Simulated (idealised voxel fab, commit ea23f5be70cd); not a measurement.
Documented hereafter: the process module known as voxel tone inversion.
Each square cell in cross-section cut measures 5 nm, and the section as a whole is 260 nm wide.
How to read a cross-section here: the picture is a grid of square cells, written as bands going from the top down, and any band can span one or more rows of cells.
What a band's entry tells you: where the top is and where the bottom is, as heights in nm, and after that what lies inside, material by material from left to right, each with its width in nm. Empty space is written as the word "blank", and a single material marked with the word "everywhere" occupies the band from edge to edge.
It should be noted that heights are counted from 0, beneath which the wafer as supplied is of one material throughout, and that the lowest band possesses no lower boundary but continues downward, as written in "0 down".
Quick explanation for "30 to 40": the width changes in equal steps down the rows of cells, from the first number in the band's top row to the second number in its bottom row.
Given "nothing got changed" for a step, no cell of the cross-section differs between before and after that step.
The entry "Enclosed void inventory" lists the empty spaces that cover at least 8 cells and have no open path to the top. Each is written as width x height at distance, where the distance is measured from the left edge and all three values are in nm.
On each step's line, the part that comes after the settings is the simulator's own comment on the step.
overlay nm: mask right of planned place by this much (step with mask). Neg. = left.

# So here's the lineup of process steps we planned
step 1: RECEIVE [material Si]
step 2: CONFORMAL_DEP [material SiCN] [thk nm 10]
step 3: DIRECTIONAL_DEP [material polySi] [thk nm 25]
step 4: PATTERN [tone cover] [mask id POSTS] [material resist] [width nm 20] [pitch nm 45] [thk nm 30] [overlay nm 0]
step 5: DIRECTIONAL_ETCH [etch materials polySi] [depth nm 25]
step 6: STRIP [etch materials resist]
step 7: FILL_DEP [material lowk] [thk nm 10]
step 8: CMP [height nm 35]
step 9: STRIP [etch materials polySi]

# What follows covers the first of two wafers; it ran as planned

# Wafer at receipt (post step 1), cross-section
  0 down  Si everywhere
  Enclosed void inventory: none

# Wafer xsec, post step 2
  10 to 0  SiCN everywhere
  For the remainder of the cross-section, below 0, there is no change.

# Wafer xsec, post step 3
  35 to 10  polySi everywhere
  For the remainder of the cross-section, below 10, there is no change.

# Wafer xsec, post step 4
  65 to 35  blank 50 nm  resist 20 nm  blank 25 nm  resist 20 nm  blank 25 nm  resist 20 nm  blank 25 nm  resist 20 nm  blank 55 nm
  For the remainder of the cross-section, below 35, there is no change.

# Wafer xsec, post step 5
  65 to 35  blank 50 nm  resist 20 nm  blank 25 nm  resist 20 nm  blank 25 nm  resist 20 nm  blank 25 nm  resist 20 nm  blank 55 nm
  35 to 10  blank 50 nm  polySi 20 nm  blank 25 nm  polySi 20 nm  blank 25 nm  polySi 20 nm  blank 25 nm  polySi 20 nm  blank 55 nm
  For the remainder of the cross-section, below 10, there is no change.

# Wafer xsec, post step 6
  35 to 10  blank 50 nm  polySi 20 nm  blank 25 nm  polySi 20 nm  blank 25 nm  polySi 20 nm  blank 25 nm  polySi 20 nm  blank 55 nm
  For the remainder of the cross-section, below 10, there is no change.

# Wafer xsec, post step 7
  45 to 35  lowk everywhere
  35 to 10  lowk 50 nm  polySi 20 nm  lowk 25 nm  polySi 20 nm  lowk 25 nm  polySi 20 nm  lowk 25 nm  polySi 20 nm  lowk 55 nm
  For the remainder of the cross-section, below 10, there is no change.

# Wafer xsec, post step 8
  35 to 10  lowk 50 nm  polySi 20 nm  lowk 25 nm  polySi 20 nm  lowk 25 nm  polySi 20 nm  lowk 25 nm  polySi 20 nm  lowk 55 nm
  For the remainder of the cross-section, below 10, there is no change.

# Wafer xsec, post step 9
  35 to 10  lowk 50 nm  blank 20 nm  lowk 25 nm  blank 20 nm  lowk 25 nm  blank 20 nm  lowk 25 nm  blank 20 nm  lowk 55 nm
  For the remainder of the cross-section, below 10, there is no change.

# The second wafer was prepared from the same starting point and under the same plan as the first; its processing contained one mistake, and it remains indistinguishable from the first wafer up to and including step 6

# Cross-sectional view of the second wafer at the intended end time of process step 7
  45 to 35  SiCN everywhere
  35 to 10  SiCN 50 nm  polySi 20 nm  SiCN 25 nm  polySi 20 nm  SiCN 25 nm  polySi 20 nm  SiCN 25 nm  polySi 20 nm  SiCN 55 nm
  For the remainder of the cross-section, below 10, there is no change.

# Cross-sectional view of the second wafer at the intended end time of process step 8
  35 to 10  SiCN 50 nm  polySi 20 nm  SiCN 25 nm  polySi 20 nm  SiCN 25 nm  polySi 20 nm  SiCN 25 nm  polySi 20 nm  SiCN 55 nm
  For the remainder of the cross-section, below 10, there is no change.

# Cross-sectional view of the second wafer at the intended end time of process step 9
  35 to 10  SiCN 50 nm  blank 20 nm  SiCN 25 nm  blank 20 nm  SiCN 25 nm  blank 20 nm  SiCN 25 nm  blank 20 nm  SiCN 55 nm
  For the remainder of the cross-section, below 10, there is no change.
Misprocessing identified: it should be noted that step 7 was executed with settings other than those planned, the operation and settings actually applied being FILL_DEP [material SiCN] [thk nm 10]
End check, counted in cells, second wafer has more or fewer of these materials than the first: +180 SiCN | -180 lowk
